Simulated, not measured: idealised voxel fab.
Process module, titled voxel ribs on slabs
In the cross-section labelled cut, the width is 295 nm and each square cell is 5 nm.
Think of the cross-section as a grid of square cells. We describe it in bands, top to bottom, and each band covers one or more rows of those cells.
Band entry format. Leading values: height of top, height of bottom, nm. Remainder: materials in left-to-right order, each with its width in nm. Special words: "all across" on a single material, which then fills the band edge to edge; "blank", empty space.
Measure heights from 0. That's the level where, below it, the as-received wafer is all one material. The lowest band is bottomless and extends downward; write it as in "top 0, no bottom".
A width given as "30->40" starts at the first number in the band's top row and ends at the second number in its bottom row, shifting by an equal amount at every step from row to row.
For the purposes of this document, the phrase "nothing altered" attached to a step denotes that no cell within the cross-section was modified by that step.
Trapped cavities: empty space of 8 cells or more with no open way to the top, each as width x height at its distance from the left edge, in nm
Where a step's line continues beyond its settings, the continuation is a remark by the simulator itself on that step.
For masked steps, "overlay nm" on the step line gives how far right of plan the mask actually lay; a minus sign means it lay to the left.
Listed below are the process steps as planned
- 1: RECEIVE, material Si
- 2: DIRECTIONAL_DEP, material SiO2, thk nm 30
- 3: DIRECTIONAL_DEP, material SiN, thk nm 25
- 4: DIRECTIONAL_DEP, material aC, thk nm 15
- 5: PATTERN, tone cover, mask id RIB, material resist, width nm 15, thk nm 30, overlay nm 0
- 6: DIRECTIONAL_ETCH, etch materials aC, depth nm 15
- 7: STRIP, etch materials resist
- 8: DIRECTIONAL_ETCH, etch materials SiN, depth nm 20
- 9: STRIP, etch materials aC
- 10: MASKED_ETCH, tone cover, mask id SLAB, width nm 55, etch materials SiN, depth nm 5, overlay nm 0
- 11: FILL_DEP, material SiO2, thk nm 30
- 12: CMP, height nm 75
- 13: DIRECTIONAL_DEP, material W, thk nm 5
- 14: DIRECTIONAL_DEP, material aC, thk nm 15
- 15: PATTERN, tone cover, mask id HEATER, material resist, width nm 25, thk nm 30, overlay nm 0
- 16: DIRECTIONAL_ETCH, etch materials aC, depth nm 15
- 17: STRIP, etch materials resist
- 18: DIRECTIONAL_ETCH, etch materials W, depth nm 5
- 19: STRIP, etch materials aC
- 20: CONFORMAL_DEP, material SiN, thk nm 5
First wafer out of two, processed as planned
Wafer as received: cross-section following step 1
> top 0, no bottom  Si all across
> Trapped cavities: none
Cross-section: wafer state after step 2
> top 30, bottom 0  SiO2 all across
> At heights below 0, the structure remains unaltered.
Cross-section: wafer state after step 3
> top 55, bottom 30  SiN all across
> At heights below 30, the structure remains unaltered.
Cross-section: wafer state after step 4
> top 70, bottom 55  aC all across
> At heights below 55, the structure remains unaltered.
Cross-section: wafer state after step 5
> top 100, bottom 70  blank 140 nm, then resist 15 nm, then blank 140 nm
> At heights below 70, the structure remains unaltered.
Cross-section: wafer state after step 6
> top 85, bottom 70  blank 140 nm, then resist 15 nm, then blank 140 nm
> top 70, bottom 55  blank 140 nm, then aC 15 nm, then blank 140 nm
> At heights below 55, the structure remains unaltered.
Cross-section: wafer state after step 7
> top 70, bottom 55  blank 140 nm, then aC 15 nm, then blank 140 nm
> At heights below 55, the structure remains unaltered.
Cross-section: wafer state after step 8
> top 70, bottom 55  blank 140 nm, then aC 15 nm, then blank 140 nm
> top 55, bottom 35  blank 140 nm, then SiN 15 nm, then blank 140 nm
> At heights below 35, the structure remains unaltered.
Cross-section: wafer state after step 9
> top 55, bottom 35  blank 140 nm, then SiN 15 nm, then blank 140 nm
> At heights below 35, the structure remains unaltered.
Cross-section: wafer state after step 10
> top 55, bottom 35  blank 140 nm, then SiN 15 nm, then blank 140 nm
> top 35, bottom 30  blank 120 nm, then SiN 55 nm, then blank 120 nm
> At heights below 30, the structure remains unaltered.
Cross-section: wafer state after step 11
> top 85, bottom 55  SiO2 all across
> top 55, bottom 35  SiO2 140 nm, then SiN 15 nm, then SiO2 140 nm
> top 35, bottom 30  SiO2 120 nm, then SiN 55 nm, then SiO2 120 nm
> At heights below 30, the structure remains unaltered.
Cross-section: wafer state after step 12
> top 75, bottom 55  SiO2 all across
> At heights below 55, the structure remains unaltered.
Cross-section: wafer state after step 13
> top 80, bottom 75  W all across
> At heights below 75, the structure remains unaltered.
Cross-section: wafer state after step 14
> top 95, bottom 80  aC all across
> At heights below 80, the structure remains unaltered.
Cross-section: wafer state after step 15
> top 125, bottom 95  blank 135 nm, then resist 25 nm, then blank 135 nm
> At heights below 95, the structure remains unaltered.
Cross-section: wafer state after step 16
> top 110, bottom 95  blank 135 nm, then resist 25 nm, then blank 135 nm
> top 95, bottom 80  blank 135 nm, then aC 25 nm, then blank 135 nm
> At heights below 80, the structure remains unaltered.
Cross-section: wafer state after step 17
> top 95, bottom 80  blank 135 nm, then aC 25 nm, then blank 135 nm
> At heights below 80, the structure remains unaltered.
Cross-section: wafer state after step 18
> top 95, bottom 80  blank 135 nm, then aC 25 nm, then blank 135 nm
> top 80, bottom 75  blank 135 nm, then W 25 nm, then blank 135 nm
> At heights below 75, the structure remains unaltered.
Cross-section: wafer state after step 19
> top 80, bottom 75  blank 135 nm, then W 25 nm, then blank 135 nm
> At heights below 75, the structure remains unaltered.
Cross-section: wafer state after step 20
> top 85, bottom 80  blank 130 nm, then SiN 35 nm, then blank 130 nm
> top 80, bottom 75  SiN 135 nm, then W 25 nm, then SiN 135 nm
> At heights below 75, the structure remains unaltered.
Second wafer. Start and plan as for the first. One mistake made in running. Agrees with the first up to and including step 19
Cross-section, second wafer, at the end time the plan gives for step 20: nothing altered
What was the processing mistake? step 20 of the plan was excluded from execution and never run
Upon completion, the second wafer contains, in terms of cells, a greater or smaller amount of certain materials than the first wafer: -61 SiN
